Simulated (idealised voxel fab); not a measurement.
process module | voxel ribs on slabs
cross-section cut | 300 nm wide | cells 5 nm
A cross-section is a grid of square cells, given in bands from the top down. A band is one or more rows of cells.
Each band's line starts with the height of the band's top and of its bottom, in nm. Then come its materials from left to right, each with its width in nm. One material with "throughout" fills the band from edge to edge. "air" is empty space.
Height 0 is the level under which the wafer as received is all one material. The lowest band goes on downwards, as in "0 down".
A width such as "30 to 40" changes by the same amount from each row of cells to the next, from the band's top row to its bottom row.
"no change" after a step means that no cell of the cross-section changed.
closed voids: empty space of 8 cells or more with no open way to the top, each as width x height at its distance from the left edge, in nm
after a step's settings: what the simulator itself notes on the step
overlay nm, on a step with a mask: how far to the right of its planned place the mask lay; to the left if negative
plan
1 op RECEIVE | material Si
2 op DIRECTIONAL_DEP | material SiO2 | thk nm 30
3 op DIRECTIONAL_DEP | material polySi | thk nm 20
4 op MASKED_ETCH | tone cover | mask id RIB | width nm 20 | etch materials polySi | depth nm 5 | overlay nm 0
5 op DIRECTIONAL_DEP | material aC | thk nm 10
6 op PATTERN | tone cover | mask id SLAB | material resist | width nm 50 | thk nm 30 | overlay nm 0
7 op DIRECTIONAL_ETCH | etch materials aC | depth nm 10
8 op STRIP | etch materials resist
9 op DIRECTIONAL_ETCH | etch materials polySi | depth nm 15
10 op STRIP | etch materials aC
11 op FILL_DEP | material SiO2 | thk nm 25
12 op CMP | height nm 70
13 op DIRECTIONAL_DEP | material TiN | thk nm 10
14 op PATTERN | tone cover | mask id HEATER | material resist | width nm 30 | thk nm 15 | overlay nm 0
15 op DIRECTIONAL_ETCH | etch materials TiN | depth nm 10
16 op STRIP | etch materials resist
17 op CONFORMAL_DEP | material SiO2 | thk nm 5
as received, after step 1
  0 down: Si throughout
  closed voids: none
first wafer at the end, as planned
  85 to 80: air 130 | SiO2 40 | air 130
  80 to 75: air 130 | SiO2 5 | TiN 30 | SiO2 5 | air 130
  75 to 70: SiO2 135 | TiN 30 | SiO2 135
  70 to 50: SiO2 throughout
  50 to 45: SiO2 140 | polySi 20 | SiO2 140
  45 to 30: SiO2 125 | polySi 50 | SiO2 125
  30 to 0: SiO2 throughout
  0 down: Si throughout
  closed voids: none
second wafer at the end: like start, like plan, one mistake
  85 to 80: air 130 | SiO2 40 | air 130
  80 to 75: air 130 | SiO2 5 | TiN 30 | SiO2 5 | air 130
  75 to 70: SiO2 135 | TiN 30 | SiO2 135
  70 to 45: SiO2 throughout
  45 to 35: polySi 125 | SiO2 50 | polySi 125
  35 to 30: polySi 125 | SiO2 15 | polySi 20 | SiO2 15 | polySi 125
  30 to 0: SiO2 throughout
  0 down: Si throughout
  closed voids: none
what went wrong: step 6 ran as: op PATTERN | tone open | mask id SLAB | material resist | width nm 50 | thk nm 30 | overlay nm 0
at the end the second wafer has, in cells: 120 fewer of SiO2 | 120 more of polySi
